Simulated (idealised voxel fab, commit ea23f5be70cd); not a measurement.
The process module that follows is named voxel self aligned vias.
Square cells of 5 nm make up the cross-section cut, whose width is 245 nm.
Cross-section layout: square cells on a grid; listed as bands, top to bottom; a band spans one or more cell rows.
Basically the band line says how high the top is and how high the bottom is, in nm, and then what's in it from left to right, every material with its width in nm. Empty space shows up as "blank", and if a single material carries "everywhere" it runs the full band edge to edge.
It should be noted that heights are counted from 0, beneath which the wafer as supplied is of one material throughout, and that the lowest band possesses no lower boundary but continues downward, as written in "top 0, no bottom".
It should be noted that a width expressed as "30->40" varies in equal increments from row to row of cells within the band, taking the value of the first number at the top row and that of the second number at the bottom row.
"no change", as given for a step, is the statement that not any cell of the cross-section underwent a change during that step.
This entry, "Sealed void inventory", enumerates those empty regions of no fewer than 8 cells that possess no open connection to the top. Each region is reported in the form width x height at distance, the distance being taken from the left edge, with all three quantities expressed in nm.
Step line, after settings: the simulator's comment on this step.
The optional step-line setting "overlay nm" applies to steps with a mask and quantifies how far to the right of its planned location the mask lay, a negative value indicating leftward placement.
The steps planned for the process are as follows:
1,RECEIVE [material Si]
2,CONFORMAL_DEP [material SiO2] [thk nm 10]
3,CONFORMAL_DEP [material SiCN] [thk nm 5]
4,DIRECTIONAL_DEP [material lowk] [thk nm 25]
5,DIRECTIONAL_DEP [material aC] [thk nm 15]
6,PATTERN [tone open] [mask id LINES] [material resist] [width nm 25] [pitch nm 60] [thk nm 35] [overlay nm 0]
7,DIRECTIONAL_ETCH [etch materials aC] [depth nm 15]
8,STRIP [etch materials resist]
9,DIRECTIONAL_ETCH [etch materials lowk] [depth nm 25]
10,STRIP [etch materials aC]
11,CONFORMAL_DEP [material TiN] [thk nm 5]
12,FILL_DEP [material W] [thk nm 5]
13,CMP [height nm 40]
14,SELECTIVE_ETCH [etch materials W Ru TiN] [depth nm 5]
15,FILL_DEP [material SiN] [thk nm 10]
16,CMP [height nm 40]
17,DIRECTIONAL_DEP [material lowk] [thk nm 20]
18,DIRECTIONAL_DEP [material aC] [thk nm 10]
19,PATTERN [tone open] [mask id VIAS] [material resist] [width nm 25] [pitch nm 60] [thk nm 25] [overlay nm 0]
20,DIRECTIONAL_ETCH [etch materials aC] [depth nm 10]
21,STRIP [etch materials resist]
22,DIRECTIONAL_ETCH [etch materials lowk] [depth nm 20]
23,DIRECTIONAL_ETCH [etch materials SiN] [depth nm 5]
24,STRIP [etch materials aC]
25,CONFORMAL_DEP [material TiN] [thk nm 5]
26,FILL_DEP [material Ru] [thk nm 10]
27,CMP [height nm 60]
28,CONFORMAL_DEP [material SiN] [thk nm 5]
Keep in mind the plan's value for the width nm of step 19 comes from the first wafer; the wafers don't share that setting, but they do share the same starting point.
First of several wafers (as received, post step 1), cross-sectional view:
	top 0, no bottom: Si everywhere
	Sealed void inventory: none
Row per wafer, end-of-module: cell gain (+)/loss (-) by material since the wafer came in, then closed voids:
width nm 25; +24 Ru; +49 SiCN; +49 SiN; +98 SiO2; +48 TiN; +18 W; +351 lowk; Sealed void inventory: none
width nm 30; +30 Ru; +49 SiCN; +49 SiN; +98 SiO2; +50 TiN; +18 W; +343 lowk; Sealed void inventory: none
width nm 35; +36 Ru; +49 SiCN; +49 SiN; +98 SiO2; +52 TiN; +18 W; +335 lowk; Sealed void inventory: none
width nm 40; +42 Ru; +49 SiCN; +49 SiN; +98 SiO2; +54 TiN; +18 W; +327 lowk; Sealed void inventory: none
width nm 45; +48 Ru; +49 SiCN; +49 SiN; +98 SiO2; +56 TiN; +18 W; +319 lowk; Sealed void inventory: none
